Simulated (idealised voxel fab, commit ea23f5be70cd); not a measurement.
Process module in this document: voxel self aligned contacts
FYI the section here is cut, 175 nm wide, cells are 5 nm squares.
A cross-section is a grid of square cells, given in bands from the top down. A band is one or more rows of cells.
Top height, bottom height, nm. Materials left to right, width each, nm. Single material + "full width" = fills band edge to edge. "blank" = empty.
Below 0: as-received wafer, all one material; heights counted from there. Lowest band: no bottom, goes on down, written "0..down".
The width entry "30..40" should be interpreted row by row: the top row of cells in the band takes the first number, the bottom row takes the second number, and the change between adjacent rows is uniform throughout.
Given "stayed the same" for a step, no cell of the cross-section differs between before and after that step.
Closed empty spaces (no open way to the top) of 8 cells or more are what "Unvented cavities" lists, each as width x height at distance from the left edge, nm for all three.
It should be noted that, on the line of a given step, the content following the step's settings is a remark produced by the simulator itself with respect to that step.
A step's line can hold "overlay nm"; with a mask on that step, the setting says how far right of the planned place the mask lay, while a negative setting says it lay to the left.
PLAN
1,RECEIVE with material Si
2,CONFORMAL_DEP with material SiO2, thk nm 5
3,DIRECTIONAL_DEP with material polySi, thk nm 25
4,DIRECTIONAL_DEP with material SiN, thk nm 25
5,MASKED_ETCH with tone cover, mask id GATE, width nm 30, pitch nm 65, etch materials SiN, depth nm 25, overlay nm 0
6,MASKED_ETCH with tone cover, mask id GATE, width nm 30, pitch nm 65, etch materials polySi, depth nm 25, overlay nm 0
7,CONFORMAL_DEP with material SiN, thk nm 10
8,DIRECTIONAL_ETCH with etch materials SiN, depth nm 10
9,FILL_DEP with material SiO2, thk nm 10
10,CMP with height nm 60
11,MASKED_ETCH with tone open, mask id CONTACT, width nm 45, etch materials SiO2, depth nm 60, overlay nm 0
12,CONFORMAL_DEP with material TiN, thk nm 5
13,FILL_DEP with material W, thk nm 5
14,CMP with height nm 60
15,CONFORMAL_DEP with material SiN, thk nm 5
INCOMING WAFER, CROSS-SECTIONAL VIEW, POST STEP 1
    0..down | Si full width
    Unvented cavities: none
FIRST OF TWO WAFERS: CROSS-SECTION AT END OF MODULE, RUN PER PLAN
    65..60 | SiN full width
    60..55 | 65 of SiO2; 20 of TiN; 5 of W; 20 of TiN; 65 of SiO2
    55..30 | 30 of SiO2; 50 of SiN; 5 of TiN; 5 of W; 5 of TiN; 50 of SiN; 30 of SiO2
    30..5 | 30 of SiO2; 10 of SiN; 30 of polySi; 10 of SiN; 5 of TiN; 5 of W; 5 of TiN; 10 of SiN; 30 of polySi; 10 of SiN; 30 of SiO2
    5..0 | 80 of SiO2; 15 of TiN; 80 of SiO2
    0..down | Si full width
    Unvented cavities: none
END OF MODULE, SECOND WAFER, CROSS-SECTION. STARTED LIKE THE FIRST, PLANNED LIKE THE FIRST, RUN WITH ONE MISTAKE
    65..60 | SiN full width
    60..55 | 65 of SiO2; 25 of TiN; 5 of W; 15 of TiN; 65 of SiO2
    55..35 | 35 of SiO2; 50 of SiN; 5 of TiN; 5 of W; 5 of TiN; 50 of SiN; 25 of SiO2
    35..30 | 35 of SiO2; 50 of SiN; 15 of TiN; 50 of SiN; 25 of SiO2
    30..5 | 30 of SiO2; 10 of SiN; 35 of polySi; 10 of SiN; 10 of TiN; 10 of SiN; 35 of polySi; 10 of SiN; 25 of SiO2
    5..0 | 85 of SiO2; 10 of TiN; 80 of SiO2
    0..down | Si full width
    Unvented cavities: none
Where did the run depart from the plan? step 5 ran as: MASKED_ETCH with tone cover, mask id GATE, width nm 30, pitch nm 65, etch materials SiN, depth nm 25, overlay nm 5
Looking at both finished wafers in cells, the second ends up ahead of or behind the first on some materials: 4 fewer of SiO2 | 6 fewer of W | 10 more of polySi
